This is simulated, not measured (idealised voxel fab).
Process module name: voxel wiring stack
Section cut is 175 nm wide and gridded with 5 nm square cells.
A cross-section in this document is a grid of square cells, and it is written down as bands, the top band listed before the ones below it; a band is made up of one or more rows of cells.
Per band: top height and bottom height in nm, followed by the left-to-right materials and their widths in nm; "everywhere" marks a single material spanning edge to edge, "air" marks empty space.
Note: height 0 marks the level under which the wafer is uniformly one material as received. Lowest band unbounded below, written "0 nm and below".
You'd read "30->40" like this: the band's top row of cells is as wide as the first number, its bottom row is as wide as the second, and going down, every row changes width by the same amount as the row before did.
Key: "everything unchanged" - step with no changed cell in the cross-section.
"Unvented internal voids" means: voids of 8 cells or more that are shut off from the top with no open way through. Written width x height at distance, distance from the left edge, in nm.
On each step's line, the part that comes after the settings is the simulator's own comment on the step.
A step line may carry the setting "overlay nm", which, for steps involving a mask, states the distance by which the mask lay to the right of its intended position; negative values denote displacement to the left.

**List of planned process steps**
1: RECEIVE: material Si
2: CONFORMAL_DEP: material SiO2, thk nm 15
3: DIRECTIONAL_DEP: material TiN, thk nm 5
4: DIRECTIONAL_DEP: material W, thk nm 15
5: DIRECTIONAL_DEP: material aC, thk nm 10
6: PATTERN: tone cover, mask id METAL_1, material resist, width nm 25, pitch nm 55, thk nm 25, overlay nm 0
7: DIRECTIONAL_ETCH: etch materials aC, depth nm 10
8: STRIP: etch materials resist
9: DIRECTIONAL_ETCH: etch materials W, depth nm 15
10: DIRECTIONAL_ETCH: etch materials TiN, depth nm 5
11: STRIP: etch materials aC
12: CONFORMAL_DEP: material SiCN, thk nm 5
13: FILL_DEP: material SiO2, thk nm 5
14: CMP: height nm 35
15: CONFORMAL_DEP: material SiCN, thk nm 5
16: DIRECTIONAL_DEP: material lowk, thk nm 30
17: MASKED_ETCH: tone open, mask id METAL_2_HOLES, width nm 15, etch materials lowk, depth nm 30, overlay nm 0
18: MASKED_ETCH: tone open, mask id METAL_2, width nm 25, pitch nm 55, etch materials lowk, depth nm 20, overlay nm 0
19: MASKED_ETCH: tone open, mask id METAL_2, width nm 25, pitch nm 55, etch materials SiCN, depth nm 5, overlay nm 0
20: CONFORMAL_DEP: material TiN, thk nm 5
21: FILL_DEP: material Cu, thk nm 10
22: CMP: height nm 70
23: CONFORMAL_DEP: material SiN, thk nm 5

**Account of the first of two wafers, which was processed as intended**

**Incoming wafer in cross-section (state: after step 1)**
- 0 nm and below = Si everywhere
- Unvented internal voids: none

**Once step 2 is through, the wafer looks like this in cross-section**
- 15 nm to 0 nm = SiO2 everywhere
- Beneath the level 0, the cross-section is identical to its previous state.

**Once step 3 is through, the wafer looks like this in cross-section**
- 20 nm to 15 nm = TiN everywhere
- Beneath the level 15, the cross-section is identical to its previous state.

**Once step 4 is through, the wafer looks like this in cross-section**
- 35 nm to 20 nm = W everywhere
- Beneath the level 20, the cross-section is identical to its previous state.

**Once step 5 is through, the wafer looks like this in cross-section**
- 45 nm to 35 nm = aC everywhere
- Beneath the level 35, the cross-section is identical to its previous state.

**Once step 6 is through, the wafer looks like this in cross-section**
- 70 nm to 45 nm = 45 air | 25 resist | 30 air | 25 resist | 50 air
- Beneath the level 45, the cross-section is identical to its previous state.

**Once step 7 is through, the wafer looks like this in cross-section**
- 60 nm to 45 nm = 45 air | 25 resist | 30 air | 25 resist | 50 air
- 45 nm to 35 nm = 45 air | 25 aC | 30 air | 25 aC | 50 air
- Beneath the level 35, the cross-section is identical to its previous state.

**Once step 8 is through, the wafer looks like this in cross-section**
- 45 nm to 35 nm = 45 air | 25 aC | 30 air | 25 aC | 50 air
- Beneath the level 35, the cross-section is identical to its previous state.

**Once step 9 is through, the wafer looks like this in cross-section**
- 45 nm to 35 nm = 45 air | 25 aC | 30 air | 25 aC | 50 air
- 35 nm to 20 nm = 45 air | 25 W | 30 air | 25 W | 50 air
- Beneath the level 20, the cross-section is identical to its previous state.

**Once step 10 is through, the wafer looks like this in cross-section**
- 45 nm to 35 nm = 45 air | 25 aC | 30 air | 25 aC | 50 air
- 35 nm to 20 nm = 45 air | 25 W | 30 air | 25 W | 50 air
- 20 nm to 15 nm = 45 air | 25 TiN | 30 air | 25 TiN | 50 air
- Beneath the level 15, the cross-section is identical to its previous state.

**Once step 11 is through, the wafer looks like this in cross-section**
- 35 nm to 20 nm = 45 air | 25 W | 30 air | 25 W | 50 air
- Beneath the level 20, the cross-section is identical to its previous state.

**Once step 12 is through, the wafer looks like this in cross-section**
- 40 nm to 35 nm = 40 air | 35 SiCN | 20 air | 35 SiCN | 45 air
- 35 nm to 20 nm = 40 air | 5 SiCN | 25 W | 5 SiCN | 20 air | 5 SiCN | 25 W | 5 SiCN | 45 air
- 20 nm to 15 nm = 45 SiCN | 25 TiN | 30 SiCN | 25 TiN | 50 SiCN
- Beneath the level 15, the cross-section is identical to its previous state.

**Once step 13 is through, the wafer looks like this in cross-section**
- 45 nm to 40 nm = SiO2 everywhere
- 40 nm to 35 nm = 40 SiO2 | 35 SiCN | 20 SiO2 | 35 SiCN | 45 SiO2
- 35 nm to 20 nm = 40 SiO2 | 5 SiCN | 25 W | 5 SiCN | 20 SiO2 | 5 SiCN | 25 W | 5 SiCN | 45 SiO2
- Beneath the level 20, the cross-section is identical to its previous state.

**Once step 14 is through, the wafer looks like this in cross-section**
- 35 nm to 20 nm = 40 SiO2 | 5 SiCN | 25 W | 5 SiCN | 20 SiO2 | 5 SiCN | 25 W | 5 SiCN | 45 SiO2
- Beneath the level 20, the cross-section is identical to its previous state.

**Once step 15 is through, the wafer looks like this in cross-section**
- 40 nm to 35 nm = SiCN everywhere
- Beneath the level 35, the cross-section is identical to its previous state.

**Once step 16 is through, the wafer looks like this in cross-section**
- 70 nm to 40 nm = lowk everywhere
- Beneath the level 40, the cross-section is identical to its previous state.

**Once step 17 is through, the wafer looks like this in cross-section**
- 70 nm to 40 nm = 45 lowk | 15 air | 115 lowk
- Beneath the level 40, the cross-section is identical to its previous state.

**Once step 18 is through, the wafer looks like this in cross-section**
- 70 nm to 50 nm = 45 lowk | 25 air | 30 lowk | 25 air | 50 lowk
- Beneath the level 50, the cross-section is identical to its previous state.

**Once step 19 is through, the wafer looks like this in cross-section**
- 70 nm to 50 nm = 45 lowk | 25 air | 30 lowk | 25 air | 50 lowk
- 50 nm to 40 nm = 45 lowk | 15 air | 115 lowk
- 40 nm to 35 nm = 45 SiCN | 15 air | 115 SiCN
- Beneath the level 35, the cross-section is identical to its previous state.

**Once step 20 is through, the wafer looks like this in cross-section**
- 75 nm to 70 nm = 50 TiN | 15 air | 40 TiN | 15 air | 55 TiN
- 70 nm to 55 nm = 45 lowk | 5 TiN | 15 air | 5 TiN | 30 lowk | 5 TiN | 15 air | 5 TiN | 50 lowk
- 55 nm to 50 nm = 45 lowk | 5 TiN | 5 air | 15 TiN | 30 lowk | 25 TiN | 50 lowk
- 50 nm to 40 nm = 45 lowk | 5 TiN | 5 air | 5 TiN | 115 lowk
- 40 nm to 35 nm = 45 SiCN | 15 TiN | 115 SiCN
- Beneath the level 35, the cross-section is identical to its previous state.

**Once step 21 is through, the wafer looks like this in cross-section**
- 85 nm to 75 nm = Cu everywhere
- 75 nm to 70 nm = 50 TiN | 15 Cu | 40 TiN | 15 Cu | 55 TiN
- 70 nm to 55 nm = 45 lowk | 5 TiN | 15 Cu | 5 TiN | 30 lowk | 5 TiN | 15 Cu | 5 TiN | 50 lowk
- 55 nm to 50 nm = 45 lowk | 5 TiN | 5 Cu | 15 TiN | 30 lowk | 25 TiN | 50 lowk
- 50 nm to 40 nm = 45 lowk | 5 TiN | 5 Cu | 5 TiN | 115 lowk
- Beneath the level 40, the cross-section is identical to its previous state.

**Once step 22 is through, the wafer looks like this in cross-section**
- 70 nm to 55 nm = 45 lowk | 5 TiN | 15 Cu | 5 TiN | 30 lowk | 5 TiN | 15 Cu | 5 TiN | 50 lowk
- Beneath the level 55, the cross-section is identical to its previous state.

**Once step 23 is through, the wafer looks like this in cross-section**
- 75 nm to 70 nm = SiN everywhere
- Beneath the level 70, the cross-section is identical to its previous state.

**The second wafer: identical to the first at the outset and in its planned sequence, differing only in that one mistake was made during processing; up to and including step 17, its path is the first wafer's path**

**Second wafer, section view, time point: scheduled end of step 18**
- 70 nm to 50 nm = 45 lowk | 30 air | 30 lowk | 25 air | 45 lowk
- Beneath the level 50, the cross-section is identical to its previous state.

**Second wafer, section view, time point: scheduled end of step 19**
- 70 nm to 50 nm = 45 lowk | 30 air | 30 lowk | 25 air | 45 lowk
- 50 nm to 40 nm = 45 lowk | 15 air | 115 lowk
- 40 nm to 35 nm = 45 SiCN | 15 air | 115 SiCN
- Beneath the level 35, the cross-section is identical to its previous state.

**Second wafer, section view, time point: scheduled end of step 20**
- 75 nm to 70 nm = 50 TiN | 20 air | 40 TiN | 15 air | 50 TiN
- 70 nm to 55 nm = 45 lowk | 5 TiN | 20 air | 5 TiN | 30 lowk | 5 TiN | 15 air | 5 TiN | 45 lowk
- 55 nm to 50 nm = 45 lowk | 5 TiN | 5 air | 20 TiN | 30 lowk | 25 TiN | 45 lowk
- 50 nm to 40 nm = 45 lowk | 5 TiN | 5 air | 5 TiN | 115 lowk
- 40 nm to 35 nm = 45 SiCN | 15 TiN | 115 SiCN
- Beneath the level 35, the cross-section is identical to its previous state.

**Second wafer, section view, time point: scheduled end of step 21**
- 85 nm to 75 nm = Cu everywhere
- 75 nm to 70 nm = 50 TiN | 20 Cu | 40 TiN | 15 Cu | 50 TiN
- 70 nm to 55 nm = 45 lowk | 5 TiN | 20 Cu | 5 TiN | 30 lowk | 5 TiN | 15 Cu | 5 TiN | 45 lowk
- 55 nm to 50 nm = 45 lowk | 5 TiN | 5 Cu | 20 TiN | 30 lowk | 25 TiN | 45 lowk
- 50 nm to 40 nm = 45 lowk | 5 TiN | 5 Cu | 5 TiN | 115 lowk
- Beneath the level 40, the cross-section is identical to its previous state.

**Second wafer, section view, time point: scheduled end of step 22**
- 70 nm to 55 nm = 45 lowk | 5 TiN | 20 Cu | 5 TiN | 30 lowk | 5 TiN | 15 Cu | 5 TiN | 45 lowk
- Beneath the level 55, the cross-section is identical to its previous state.

**Second wafer, section view, time point: scheduled end of step 23**
- 75 nm to 70 nm = SiN everywhere
- Beneath the level 70, the cross-section is identical to its previous state.
Plan not followed: step 18 did not use the planned setting and instead ran as MASKED_ETCH: tone open, mask id METAL_2, width nm 25, pitch nm 55, etch materials lowk, depth nm 20, overlay nm 5
Heads up, by the end the second wafer has more or fewer cells of some materials compared to the first: 3 more of Cu | 1 more of TiN | 4 fewer of lowk
